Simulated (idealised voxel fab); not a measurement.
Process module heading - voxel ribs on slabs
Cross-sectional view cut (width: 145 nm; square cell size: 5 nm).
Bands, listed from the top down, are how a cross-section gets written in this document; the cross-section itself is a grid of square cells, and a band is one or more rows of them.
A band entry consists of two parts. The first gives the height of the band's top and the height of its bottom, in nm. The rest lists the band's materials from left to right, each with its width in nm. A single material labelled with the word "everywhere" fills the band from edge to edge, and the word "blank" marks empty space.
The reference from which all heights are counted is 0, the level beneath which the as-received wafer is entirely one material; the lowest band, having no lower bound, proceeds downward and is written after the example "0 and below".
Top row gets the first number, bottom row gets the second, and each row in between changes by the same step: that is how a band width like "30..40" works.
Key: "no modification" - step with no changed cell in the cross-section.
"Enclosed void catalog" specifies each empty space that is not open to the top and that occupies no fewer than 8 cells, using the form width x height at distance, the distance measured from the left edge and all three quantities in nm.
On each step's line, the part that comes after the settings is the simulator's own comment on the step.
For masked steps, "overlay nm" on the step line gives how far right of plan the mask actually lay; a minus sign means it lay to the left.
-- Listed below are the process steps as planned
1,RECEIVE,material Si
2,DIRECTIONAL_DEP,material SiO2,thk nm 25
3,DIRECTIONAL_DEP,material polySi,thk nm 15
4,DIRECTIONAL_DEP,material aC,thk nm 15
5,PATTERN,tone cover,mask id RIB,material resist,width nm 25,thk nm 35,overlay nm 0
6,DIRECTIONAL_ETCH,etch materials aC,depth nm 15
7,STRIP,etch materials resist
8,DIRECTIONAL_ETCH,etch materials polySi,depth nm 10
9,STRIP,etch materials aC
10,PATTERN,tone cover,mask id SLAB,material resist,width nm 55,thk nm 15,overlay nm 0
11,DIRECTIONAL_ETCH,etch materials polySi,depth nm 5
12,STRIP,etch materials resist
13,FILL_DEP,material SiO2,thk nm 25
14,CMP,height nm 55
15,DIRECTIONAL_DEP,material TiN,thk nm 5
16,DIRECTIONAL_DEP,material aC,thk nm 10
17,PATTERN,tone cover,mask id HEATER,material resist,width nm 35,thk nm 25,overlay nm 0
18,DIRECTIONAL_ETCH,etch materials aC,depth nm 10
19,STRIP,etch materials resist
20,DIRECTIONAL_ETCH,etch materials TiN,depth nm 5
21,STRIP,etch materials aC
22,CONFORMAL_DEP,material SiN,thk nm 10
-- First wafer out of two, processed as planned
-- As-received state of the wafer in cross-section, equivalent to post-step 1
	0 and below  Si everywhere
	Enclosed void catalog: none
-- After step 2: wafer cross-section
	25 down to 0  SiO2 everywhere
	Below a height of 0, the structure has not been altered.
-- After step 3: wafer cross-section
	40 down to 25  polySi everywhere
	Below a height of 25, the structure has not been altered.
-- After step 4: wafer cross-section
	55 down to 40  aC everywhere
	Below a height of 40, the structure has not been altered.
-- After step 5: wafer cross-section
	90 down to 55  60 blank, 25 resist, 60 blank
	Below a height of 55, the structure has not been altered.
-- After step 6: wafer cross-section
	75 down to 55  60 blank, 25 resist, 60 blank
	55 down to 40  60 blank, 25 aC, 60 blank
	Below a height of 40, the structure has not been altered.
-- After step 7: wafer cross-section
	55 down to 40  60 blank, 25 aC, 60 blank
	Below a height of 40, the structure has not been altered.
-- After step 8: wafer cross-section
	55 down to 40  60 blank, 25 aC, 60 blank
	40 down to 30  60 blank, 25 polySi, 60 blank
	Below a height of 30, the structure has not been altered.
-- After step 9: wafer cross-section
	40 down to 30  60 blank, 25 polySi, 60 blank
	Below a height of 30, the structure has not been altered.
-- After step 10: wafer cross-section
	55 down to 40  45 blank, 55 resist, 45 blank
	40 down to 30  45 blank, 15 resist, 25 polySi, 15 resist, 45 blank
	Below a height of 30, the structure has not been altered.
-- After step 11: wafer cross-section
	55 down to 40  45 blank, 55 resist, 45 blank
	40 down to 30  45 blank, 15 resist, 25 polySi, 15 resist, 45 blank
	30 down to 25  45 blank, 55 polySi, 45 blank
	Below a height of 25, the structure has not been altered.
-- After step 12: wafer cross-section
	40 down to 30  60 blank, 25 polySi, 60 blank
	Below a height of 30, the structure has not been altered.
-- After step 13: wafer cross-section
	65 down to 40  SiO2 everywhere
	40 down to 30  60 SiO2, 25 polySi, 60 SiO2
	30 down to 25  45 SiO2, 55 polySi, 45 SiO2
	Below a height of 25, the structure has not been altered.
-- After step 14: wafer cross-section
	55 down to 40  SiO2 everywhere
	Below a height of 40, the structure has not been altered.
-- After step 15: wafer cross-section
	60 down to 55  TiN everywhere
	Below a height of 55, the structure has not been altered.
-- After step 16: wafer cross-section
	70 down to 60  aC everywhere
	Below a height of 60, the structure has not been altered.
-- After step 17: wafer cross-section
	95 down to 70  55 blank, 35 resist, 55 blank
	Below a height of 70, the structure has not been altered.
-- After step 18: wafer cross-section
	85 down to 70  55 blank, 35 resist, 55 blank
	70 down to 60  55 blank, 35 aC, 55 blank
	Below a height of 60, the structure has not been altered.
-- After step 19: wafer cross-section
	70 down to 60  55 blank, 35 aC, 55 blank
	Below a height of 60, the structure has not been altered.
-- After step 20: wafer cross-section
	70 down to 60  55 blank, 35 aC, 55 blank
	60 down to 55  55 blank, 35 TiN, 55 blank
	Below a height of 55, the structure has not been altered.
-- After step 21: wafer cross-section
	60 down to 55  55 blank, 35 TiN, 55 blank
	Below a height of 55, the structure has not been altered.
-- After step 22: wafer cross-section
	70 down to 65  45 blank, 55 SiN, 45 blank
	65 down to 60  SiN everywhere
	60 down to 55  55 SiN, 35 TiN, 55 SiN
	Below a height of 55, the structure has not been altered.
-- Second wafer, same starting state and plan as the first, one mistake in the run, identical through step 2
-- Second wafer, section view, time point: scheduled end of step 3
	55 down to 25  polySi everywhere
	Below a height of 25, the structure has not been altered.
-- Second wafer, section view, time point: scheduled end of step 4
	70 down to 55  aC everywhere
	Below a height of 55, the structure has not been altered.
-- Second wafer, section view, time point: scheduled end of step 5
	105 down to 70  60 blank, 25 resist, 60 blank
	Below a height of 70, the structure has not been altered.
-- Second wafer, section view, time point: scheduled end of step 6
	90 down to 70  60 blank, 25 resist, 60 blank
	70 down to 55  60 blank, 25 aC, 60 blank
	Below a height of 55, the structure has not been altered.
-- Second wafer, section view, time point: scheduled end of step 7
	70 down to 55  60 blank, 25 aC, 60 blank
	Below a height of 55, the structure has not been altered.
-- Second wafer, section view, time point: scheduled end of step 8
	70 down to 55  60 blank, 25 aC, 60 blank
	55 down to 45  60 blank, 25 polySi, 60 blank
	Below a height of 45, the structure has not been altered.
-- Second wafer, section view, time point: scheduled end of step 9
	55 down to 45  60 blank, 25 polySi, 60 blank
	Below a height of 45, the structure has not been altered.
-- Second wafer, section view, time point: scheduled end of step 10
	70 down to 55  45 blank, 55 resist, 45 blank
	55 down to 45  45 blank, 15 resist, 25 polySi, 15 resist, 45 blank
	Below a height of 45, the structure has not been altered.
-- Second wafer, section view, time point: scheduled end of step 11
	70 down to 55  45 blank, 55 resist, 45 blank
	55 down to 45  45 blank, 15 resist, 25 polySi, 15 resist, 45 blank
	45 down to 40  45 blank, 55 polySi, 45 blank
	Below a height of 40, the structure has not been altered.
-- Second wafer, section view, time point: scheduled end of step 12
	55 down to 45  60 blank, 25 polySi, 60 blank
	Below a height of 45, the structure has not been altered.
-- Second wafer, section view, time point: scheduled end of step 13
	80 down to 55  SiO2 everywhere
	55 down to 45  60 SiO2, 25 polySi, 60 SiO2
	45 down to 40  45 SiO2, 55 polySi, 45 SiO2
	Below a height of 40, the structure has not been altered.
-- Second wafer, section view, time point: scheduled end of step 14
	55 down to 45  60 SiO2, 25 polySi, 60 SiO2
	Below a height of 45, the structure has not been altered.
-- Second wafer, section view, time point: scheduled end of step 15
	60 down to 55  TiN everywhere
	Below a height of 55, the structure has not been altered.
-- Second wafer, section view, time point: scheduled end of step 16
	70 down to 60  aC everywhere
	Below a height of 60, the structure has not been altered.
-- Second wafer, section view, time point: scheduled end of step 17
	95 down to 70  55 blank, 35 resist, 55 blank
	Below a height of 70, the structure has not been altered.
-- Second wafer, section view, time point: scheduled end of step 18
	85 down to 70  55 blank, 35 resist, 55 blank
	70 down to 60  55 blank, 35 aC, 55 blank
	Below a height of 60, the structure has not been altered.
-- Second wafer, section view, time point: scheduled end of step 19
	70 down to 60  55 blank, 35 aC, 55 blank
	Below a height of 60, the structure has not been altered.
-- Second wafer, section view, time point: scheduled end of step 20
	70 down to 60  55 blank, 35 aC, 55 blank
	60 down to 55  55 blank, 35 TiN, 55 blank
	Below a height of 55, the structure has not been altered.
-- Second wafer, section view, time point: scheduled end of step 21
	60 down to 55  55 blank, 35 TiN, 55 blank
	Below a height of 55, the structure has not been altered.
-- Second wafer, section view, time point: scheduled end of step 22
	70 down to 65  45 blank, 55 SiN, 45 blank
	65 down to 60  SiN everywhere
	60 down to 55  55 SiN, 35 TiN, 55 SiN
	Below a height of 55, the structure has not been altered.
Plan not followed: in the plan, step 3 was performed twice
End check, counted in cells, second wafer has more or fewer of these materials than the first: -87 SiO2; +87 polySi
